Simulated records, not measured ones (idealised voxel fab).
The process module presented herein is designated voxel self aligned vias.
Cross-sectional view cut (width: 220 nm; square cell size: 5 nm).
We lay out every cross-section as a grid of square cells and spell it out in bands from the top down, where one band means one or more rows of cells.
Read a band's entry like this: the first values are the height of its top and the height of its bottom in nm, and what follows is the sequence of materials from left to right, each with its width in nm. Note that "empty" is empty space, and that a single material marked "throughout" reaches across the band from edge to edge.
Height datum 0, below which the as-received substrate wafer is one material. Lowest band open at the bottom, running downward: "0 down".
With a width like "30 to 40", each row of cells in the band differs from the next by the same amount, the top row carrying the first number and the bottom row the second.
"changes: none" (step): cross-section cells unchanged, all of them.
"Closed void listing": empty spaces of 8 cells or more with no open way to the top, each given as width x height at distance, distance from the left edge, all in nm.
Step line, after settings: the simulator's comment on this step.
A step's line can hold "overlay nm"; with a mask on that step, the setting says how far right of the planned place the mask lay, while a negative setting says it lay to the left.
# Listed below are the process steps as planned
1) RECEIVE [material Si]
2) CONFORMAL_DEP [material SiO2] [thk nm 10]
3) CONFORMAL_DEP [material SiCN] [thk nm 5]
4) DIRECTIONAL_DEP [material lowk] [thk nm 30]
5) DIRECTIONAL_DEP [material aC] [thk nm 10]
6) PATTERN [tone open] [mask id LINES] [material resist] [width nm 30] [pitch nm 70] [thk nm 30] [overlay nm 0]
7) DIRECTIONAL_ETCH [etch materials aC] [depth nm 10]
8) STRIP [etch materials resist]
9) DIRECTIONAL_ETCH [etch materials lowk] [depth nm 30]
10) STRIP [etch materials aC]
11) CONFORMAL_DEP [material TiN] [thk nm 5]
12) FILL_DEP [material W] [thk nm 5]
13) CMP [height nm 45]
14) SELECTIVE_ETCH [etch materials W Ru TiN] [depth nm 10]
15) FILL_DEP [material SiN] [thk nm 10]
16) CMP [height nm 45]
17) DIRECTIONAL_DEP [material lowk] [thk nm 15]
18) MASKED_ETCH [tone open] [mask id VIAS] [width nm 40] [pitch nm 70] [etch materials lowk] [depth nm 15] [overlay nm 0]
19) MASKED_ETCH [tone open] [mask id VIAS] [width nm 40] [pitch nm 70] [etch materials SiN] [depth nm 10] [overlay nm 0]
20) CONFORMAL_DEP [material TiN] [thk nm 5]
21) FILL_DEP [material W] [thk nm 10]
22) CMP [height nm 60]
23) CONFORMAL_DEP [material SiCN] [thk nm 5]
# Cross-section: wafer on arrival = after step 1
* 0 down | Si throughout
* Closed void listing: none
# End-of-module cross-section of the first of two wafers, processed as planned
* 65 to 60 | SiCN throughout
* 60 to 50 | 55 lowk | 5 TiN | 30 W | 5 TiN | 30 lowk | 5 TiN | 30 W | 5 TiN | 55 lowk
* 50 to 40 | 55 to 60 lowk | 10 to 5 TiN | 20 W | 10 to 5 TiN | 30 to 40 lowk | 10 to 5 TiN | 20 W | 10 to 5 TiN | 55 to 60 lowk
* 40 to 35 | 60 lowk | 30 TiN | 40 lowk | 30 TiN | 60 lowk
* 35 to 20 | 60 lowk | 5 TiN | 20 W | 5 TiN | 40 lowk | 5 TiN | 20 W | 5 TiN | 60 lowk
* 20 to 15 | 60 lowk | 30 TiN | 40 lowk | 30 TiN | 60 lowk
* 15 to 10 | SiCN throughout
* 10 to 0 | SiO2 throughout
* 0 down | Si throughout
* Closed void listing: none
# Now the second wafer, cross-sectioned at the end of the module. Nothing different at the start, nothing different in the plan compared with the first, just one mistake when it was actually run
* 65 to 60 | SiCN throughout
* 60 to 50 | 60 lowk | 5 TiN | 25 W | 5 TiN | 35 lowk | 5 TiN | 25 W | 5 TiN | 55 lowk
* 50 to 40 | 60 lowk | 5 TiN | 20 W | 10 to 5 TiN | 35 to 40 lowk | 5 TiN | 20 W | 10 to 5 TiN | 55 to 60 lowk
* 40 to 35 | 60 lowk | 30 TiN | 40 lowk | 30 TiN | 60 lowk
* 35 to 20 | 60 lowk | 5 TiN | 20 W | 5 TiN | 40 lowk | 5 TiN | 20 W | 5 TiN | 60 lowk
* 20 to 15 | 60 lowk | 30 TiN | 40 lowk | 30 TiN | 60 lowk
* 15 to 10 | SiCN throughout
* 10 to 0 | SiO2 throughout
* 0 down | Si throughout
* Closed void listing: none
So what did we get wrong on this run? contrary to plan, step 18 was performed as MASKED_ETCH [tone open] [mask id VIAS] [width nm 35] [pitch nm 70] [etch materials lowk] [depth nm 15] [overlay nm 0]
Bottom line after processing is that, in cells, the second wafer is up or down on some materials versus the first: -2 TiN | -4 W | +6 lowk
